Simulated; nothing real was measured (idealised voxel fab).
This section sets out a process module, namely voxel capacitor over wiring.
The width of the displayed cross-section, cut, is 265 nm; its cells are square, with a size of 5 nm.
A cross-section is written here as square cells arranged in a grid, and it is given in bands from the top down, each band taking up one or more rows of cells. Band entry format. Leading values: height of top, height of bottom, nm. Remainder: materials in left-to-right order, each with its width in nm. Special words: "throughout" on a single material, which then fills the band edge to edge; "empty", empty space. Height reference: 0 = level under which incoming wafer is all one material. Lowest band: no bottom, runs on downward, e.g. "0 nm and below". Width: "30 to 40" (first number = top row, second number = bottom row, same change from row to row of cells). "no modifications" for a step: no cell of the cross-section changed in that step. Enclosed void listing: empty space of 8 cells or more with no open way to the top, each as width x height at its distance from the left edge, in nm. The remark found on a step's line after its settings is issued by the simulator itself and pertains to that step. overlay nm: step with mask; distance mask lay right of planned place; negative value = left of planned place.
-- The process steps that were planned are listed below
1. RECEIVE | material Si
2. CONFORMAL_DEP | material SiO2 | thk nm 10
3. DIRECTIONAL_DEP | material TiN | thk nm 5
4. DIRECTIONAL_DEP | material Ru | thk nm 15
5. PATTERN | tone cover | mask id METAL_1 | material resist | width nm 30 | pitch nm 100 | thk nm 15 | overlay nm 0
6. DIRECTIONAL_ETCH | etch materials Ru | depth nm 15
7. DIRECTIONAL_ETCH | etch materials TiN | depth nm 5
8. STRIP | etch materials resist
9. FILL_DEP | material SiO2 | thk nm 10
10. CMP | height nm 30
11. CONFORMAL_DEP | material SiCN | thk nm 5
12. DIRECTIONAL_DEP | material SiO2 | thk nm 20
13. PATTERN | tone open | mask id PLUG_1 | material resist | width nm 15 | thk nm 20 | overlay nm 0
14. DIRECTIONAL_ETCH | etch materials SiO2 | depth nm 20
15. DIRECTIONAL_ETCH | etch materials SiCN | depth nm 5
16. STRIP | etch materials resist
17. CONFORMAL_DEP | material TiN | thk nm 5
18. FILL_DEP | material W | thk nm 5
19. CMP | height nm 55
20. DIRECTIONAL_DEP | material TiN | thk nm 10
21. DIRECTIONAL_DEP | material SiN | thk nm 5
22. DIRECTIONAL_DEP | material TiN | thk nm 5
23. DIRECTIONAL_DEP | material aC | thk nm 10
24. PATTERN | tone cover | mask id UPPER_PLATE | material resist | width nm 75 | thk nm 30 | overlay nm 0
25. DIRECTIONAL_ETCH | etch materials aC | depth nm 10
26. STRIP | etch materials resist
27. DIRECTIONAL_ETCH | etch materials TiN | depth nm 5
28. DIRECTIONAL_ETCH | etch materials SiN | depth nm 5
29. STRIP | etch materials aC
30. DIRECTIONAL_DEP | material aC | thk nm 15
31. PATTERN | tone cover | mask id LOWER_PLATE | material resist | width nm 85 | thk nm 30 | overlay nm 0
32. DIRECTIONAL_ETCH | etch materials aC | depth nm 15
33. STRIP | etch materials resist
34. DIRECTIONAL_ETCH | etch materials TiN | depth nm 10
35. STRIP | etch materials aC
36. FILL_DEP | material SiO2 | thk nm 15
37. CMP | height nm 85
38. DIRECTIONAL_DEP | material aC | thk nm 15
39. PATTERN | tone open | mask id PLUG_2 | material resist | width nm 15 | thk nm 30 | overlay nm 0
40. DIRECTIONAL_ETCH | etch materials aC | depth nm 15
41. STRIP | etch materials resist
42. DIRECTIONAL_ETCH | etch materials SiO2 | depth nm 10
43. STRIP | etch materials aC
44. CONFORMAL_DEP | material TiN | thk nm 5
45. FILL_DEP | material Cu | thk nm 5
46. CMP | height nm 85
47. CONFORMAL_DEP | material SiN | thk nm 5
-- First of two wafers - as planned
-- Here's what the wafer looked like in cross-section when it arrived - that's after step 1
  0 nm and below: Si throughout
  Enclosed void listing: none
-- Take a look at the wafer's cross-section after step 2
  10 nm to 0 nm: SiO2 throughout
  Nothing below the height 0 has changed.
-- Take a look at the wafer's cross-section after step 3
  15 nm to 10 nm: TiN throughout
  Nothing below the height 10 has changed.
-- Take a look at the wafer's cross-section after step 4
  30 nm to 15 nm: Ru throughout
  Nothing below the height 15 has changed.
-- Take a look at the wafer's cross-section after step 5
  45 nm to 30 nm: empty 65 nm  resist 30 nm  empty 70 nm  resist 30 nm  empty 70 nm
  Nothing below the height 30 has changed.
-- Take a look at the wafer's cross-section after step 6
  45 nm to 30 nm: empty 65 nm  resist 30 nm  empty 70 nm  resist 30 nm  empty 70 nm
  30 nm to 15 nm: empty 65 nm  Ru 30 nm  empty 70 nm  Ru 30 nm  empty 70 nm
  Nothing below the height 15 has changed.
-- Take a look at the wafer's cross-section after step 7
  45 nm to 30 nm: empty 65 nm  resist 30 nm  empty 70 nm  resist 30 nm  empty 70 nm
  30 nm to 15 nm: empty 65 nm  Ru 30 nm  empty 70 nm  Ru 30 nm  empty 70 nm
  15 nm to 10 nm: empty 65 nm  TiN 30 nm  empty 70 nm  TiN 30 nm  empty 70 nm
  Nothing below the height 10 has changed.
-- Take a look at the wafer's cross-section after step 8
  30 nm to 15 nm: empty 65 nm  Ru 30 nm  empty 70 nm  Ru 30 nm  empty 70 nm
  Nothing below the height 15 has changed.
-- Take a look at the wafer's cross-section after step 9
  40 nm to 30 nm: SiO2 throughout
  30 nm to 15 nm: SiO2 65 nm  Ru 30 nm  SiO2 70 nm  Ru 30 nm  SiO2 70 nm
  15 nm to 10 nm: SiO2 65 nm  TiN 30 nm  SiO2 70 nm  TiN 30 nm  SiO2 70 nm
  Nothing below the height 10 has changed.
-- Take a look at the wafer's cross-section after step 10
  30 nm to 15 nm: SiO2 65 nm  Ru 30 nm  SiO2 70 nm  Ru 30 nm  SiO2 70 nm
  Nothing below the height 15 has changed.
-- Take a look at the wafer's cross-section after step 11
  35 nm to 30 nm: SiCN throughout
  Nothing below the height 30 has changed.
-- Take a look at the wafer's cross-section after step 12
  55 nm to 35 nm: SiO2 throughout
  Nothing below the height 35 has changed.
-- Take a look at the wafer's cross-section after step 13
  75 nm to 55 nm: resist 80 nm  empty 15 nm  resist 170 nm
  Nothing below the height 55 has changed.
-- Take a look at the wafer's cross-section after step 14
  75 nm to 55 nm: resist 80 nm  empty 15 nm  resist 170 nm
  55 nm to 35 nm: SiO2 80 nm  empty 15 nm  SiO2 170 nm
  Nothing below the height 35 has changed.
-- Take a look at the wafer's cross-section after step 15
  75 nm to 55 nm: resist 80 nm  empty 15 nm  resist 170 nm
  55 nm to 35 nm: SiO2 80 nm  empty 15 nm  SiO2 170 nm
  35 nm to 30 nm: SiCN 80 nm  empty 15 nm  SiCN 170 nm
  Nothing below the height 30 has changed.
-- Take a look at the wafer's cross-section after step 16
  55 nm to 35 nm: SiO2 80 nm  empty 15 nm  SiO2 170 nm
  Nothing below the height 35 has changed.
-- Take a look at the wafer's cross-section after step 17
  60 nm to 55 nm: TiN 85 nm  empty 5 nm  TiN 175 nm
  55 nm to 35 nm: SiO2 80 nm  TiN 5 nm  empty 5 nm  TiN 5 nm  SiO2 170 nm
  35 nm to 30 nm: SiCN 80 nm  TiN 15 nm  SiCN 170 nm
  Nothing below the height 30 has changed.
-- Take a look at the wafer's cross-section after step 18
  65 nm to 60 nm: W throughout
  60 nm to 55 nm: TiN 85 nm  W 5 nm  TiN 175 nm
  55 nm to 35 nm: SiO2 80 nm  TiN 5 nm  W 5 nm  TiN 5 nm  SiO2 170 nm
  Nothing below the height 35 has changed.
-- Take a look at the wafer's cross-section after step 19
  55 nm to 35 nm: SiO2 80 nm  TiN 5 nm  W 5 nm  TiN 5 nm  SiO2 170 nm
  Nothing below the height 35 has changed.
-- Take a look at the wafer's cross-section after step 20
  65 nm to 55 nm: TiN throughout
  Nothing below the height 55 has changed.
-- Take a look at the wafer's cross-section after step 21
  70 nm to 65 nm: SiN throughout
  Nothing below the height 65 has changed.
-- Take a look at the wafer's cross-section after step 22
  75 nm to 70 nm: TiN throughout
  Nothing below the height 70 has changed.
-- Take a look at the wafer's cross-section after step 23
  85 nm to 75 nm: aC throughout
  Nothing below the height 75 has changed.
-- Take a look at the wafer's cross-section after step 24
  115 nm to 85 nm: empty 80 nm  resist 75 nm  empty 110 nm
  Nothing below the height 85 has changed.
-- Take a look at the wafer's cross-section after step 25
  105 nm to 85 nm: empty 80 nm  resist 75 nm  empty 110 nm
  85 nm to 75 nm: empty 80 nm  aC 75 nm  empty 110 nm
  Nothing below the height 75 has changed.
-- Take a look at the wafer's cross-section after step 26
  85 nm to 75 nm: empty 80 nm  aC 75 nm  empty 110 nm
  Nothing below the height 75 has changed.
-- Take a look at the wafer's cross-section after step 27
  85 nm to 75 nm: empty 80 nm  aC 75 nm  empty 110 nm
  75 nm to 70 nm: empty 80 nm  TiN 75 nm  empty 110 nm
  Nothing below the height 70 has changed.
-- Take a look at the wafer's cross-section after step 28
  85 nm to 75 nm: empty 80 nm  aC 75 nm  empty 110 nm
  75 nm to 70 nm: empty 80 nm  TiN 75 nm  empty 110 nm
  70 nm to 65 nm: empty 80 nm  SiN 75 nm  empty 110 nm
  Nothing below the height 65 has changed.
-- Take a look at the wafer's cross-section after step 29
  75 nm to 70 nm: empty 80 nm  TiN 75 nm  empty 110 nm
  Nothing below the height 70 has changed.
-- Take a look at the wafer's cross-section after step 30
  90 nm to 80 nm: empty 80 nm  aC 75 nm  empty 110 nm
  80 nm to 75 nm: aC throughout
  75 nm to 70 nm: aC 80 nm  TiN 75 nm  aC 110 nm
  70 nm to 65 nm: aC 80 nm  SiN 75 nm  aC 110 nm
  Nothing below the height 65 has changed.
-- Take a look at the wafer's cross-section after step 31
  120 nm to 90 nm: empty 75 nm  resist 85 nm  empty 105 nm
  90 nm to 80 nm: empty 75 nm  resist 5 nm  aC 75 nm  resist 5 nm  empty 105 nm
  Nothing below the height 80 has changed.
-- Take a look at the wafer's cross-section after step 32
  105 nm to 90 nm: empty 75 nm  resist 85 nm  empty 105 nm
  90 nm to 80 nm: empty 75 nm  resist 5 nm  aC 75 nm  resist 5 nm  empty 105 nm
  80 nm to 75 nm: empty 75 nm  aC 85 nm  empty 105 nm
  75 nm to 70 nm: empty 75 nm  aC 5 nm  TiN 75 nm  aC 5 nm  empty 105 nm
  70 nm to 65 nm: empty 75 nm  aC 5 nm  SiN 75 nm  aC 5 nm  empty 105 nm
  Nothing below the height 65 has changed.
-- Take a look at the wafer's cross-section after step 33
  90 nm to 80 nm: empty 80 nm  aC 75 nm  empty 110 nm
  Nothing below the height 80 has changed.
-- Take a look at the wafer's cross-section after step 34
  90 nm to 80 nm: empty 80 nm  aC 75 nm  empty 110 nm
  80 nm to 75 nm: empty 75 nm  aC 85 nm  empty 105 nm
  75 nm to 70 nm: empty 75 nm  aC 5 nm  TiN 75 nm  aC 5 nm  empty 105 nm
  70 nm to 65 nm: empty 75 nm  aC 5 nm  SiN 75 nm  aC 5 nm  empty 105 nm
  65 nm to 55 nm: empty 75 nm  TiN 85 nm  empty 105 nm
  Nothing below the height 55 has changed.
-- Take a look at the wafer's cross-section after step 35
  75 nm to 70 nm: empty 80 nm  TiN 75 nm  empty 110 nm
  70 nm to 65 nm: empty 80 nm  SiN 75 nm  empty 110 nm
  Nothing below the height 65 has changed.
-- Take a look at the wafer's cross-section after step 36
  90 nm to 75 nm: SiO2 throughout
  75 nm to 70 nm: SiO2 80 nm  TiN 75 nm  SiO2 110 nm
  70 nm to 65 nm: SiO2 80 nm  SiN 75 nm  SiO2 110 nm
  65 nm to 55 nm: SiO2 75 nm  TiN 85 nm  SiO2 105 nm
  Nothing below the height 55 has changed.
-- Take a look at the wafer's cross-section after step 37
  85 nm to 75 nm: SiO2 throughout
  Nothing below the height 75 has changed.
-- Take a look at the wafer's cross-section after step 38
  100 nm to 85 nm: aC throughout
  Nothing below the height 85 has changed.
-- Take a look at the wafer's cross-section after step 39
  130 nm to 100 nm: resist 90 nm  empty 15 nm  resist 160 nm
  Nothing below the height 100 has changed.
-- Take a look at the wafer's cross-section after step 40
  115 nm to 100 nm: resist 90 nm  empty 15 nm  resist 160 nm
  100 nm to 85 nm: aC 90 nm  empty 15 nm  aC 160 nm
  Nothing below the height 85 has changed.
-- Take a look at the wafer's cross-section after step 41
  100 nm to 85 nm: aC 90 nm  empty 15 nm  aC 160 nm
  Nothing below the height 85 has changed.
-- Take a look at the wafer's cross-section after step 42
  100 nm to 85 nm: aC 90 nm  empty 15 nm  aC 160 nm
  85 nm to 75 nm: SiO2 90 nm  empty 15 nm  SiO2 160 nm
  Nothing below the height 75 has changed.
-- Take a look at the wafer's cross-section after step 43
  85 nm to 75 nm: SiO2 90 nm  empty 15 nm  SiO2 160 nm
  Nothing below the height 75 has changed.
-- Take a look at the wafer's cross-section after step 44
  90 nm to 85 nm: TiN 95 nm  empty 5 nm  TiN 165 nm
  85 nm to 80 nm: SiO2 90 nm  TiN 5 nm  empty 5 nm  TiN 5 nm  SiO2 160 nm
  80 nm to 70 nm: SiO2 90 to 80 nm  TiN 15 to 75 nm  SiO2 160 to 110 nm
  Nothing below the height 70 has changed.
-- Take a look at the wafer's cross-section after step 45
  95 nm to 90 nm: Cu throughout
  90 nm to 85 nm: TiN 95 nm  Cu 5 nm  TiN 165 nm
  85 nm to 80 nm: SiO2 90 nm  TiN 5 nm  Cu 5 nm  TiN 5 nm  SiO2 160 nm
  Nothing below the height 80 has changed.
-- Take a look at the wafer's cross-section after step 46
  85 nm to 80 nm: SiO2 90 nm  TiN 5 nm  Cu 5 nm  TiN 5 nm  SiO2 160 nm
  Nothing below the height 80 has changed.
-- Take a look at the wafer's cross-section after step 47
  90 nm to 85 nm: SiN throughout
  Nothing below the height 85 has changed.
-- Second of two: same start, same plan, one run error; steps up to and including 44 match the first
-- Cross-section of the second wafer when, according to plan, step 45 should have finished
  100 nm to 90 nm: Cu throughout
  90 nm to 85 nm: TiN 95 nm  Cu 5 nm  TiN 165 nm
  85 nm to 80 nm: SiO2 90 nm  TiN 5 nm  Cu 5 nm  TiN 5 nm  SiO2 160 nm
  Nothing below the height 80 has changed.
-- Cross-section of the second wafer when, according to plan, step 46 should have finished
  85 nm to 80 nm: SiO2 90 nm  TiN 5 nm  Cu 5 nm  TiN 5 nm  SiO2 160 nm
  Nothing below the height 80 has changed.
-- Cross-section of the second wafer when, according to plan, step 47 should have finished
  90 nm to 85 nm: SiN throughout
  Nothing below the height 85 has changed.
Misprocessing identified: step 45 of the plan saw execution twice
Final cross-sections of the two wafers are identical, so the mistake has no effect on what this model computes.
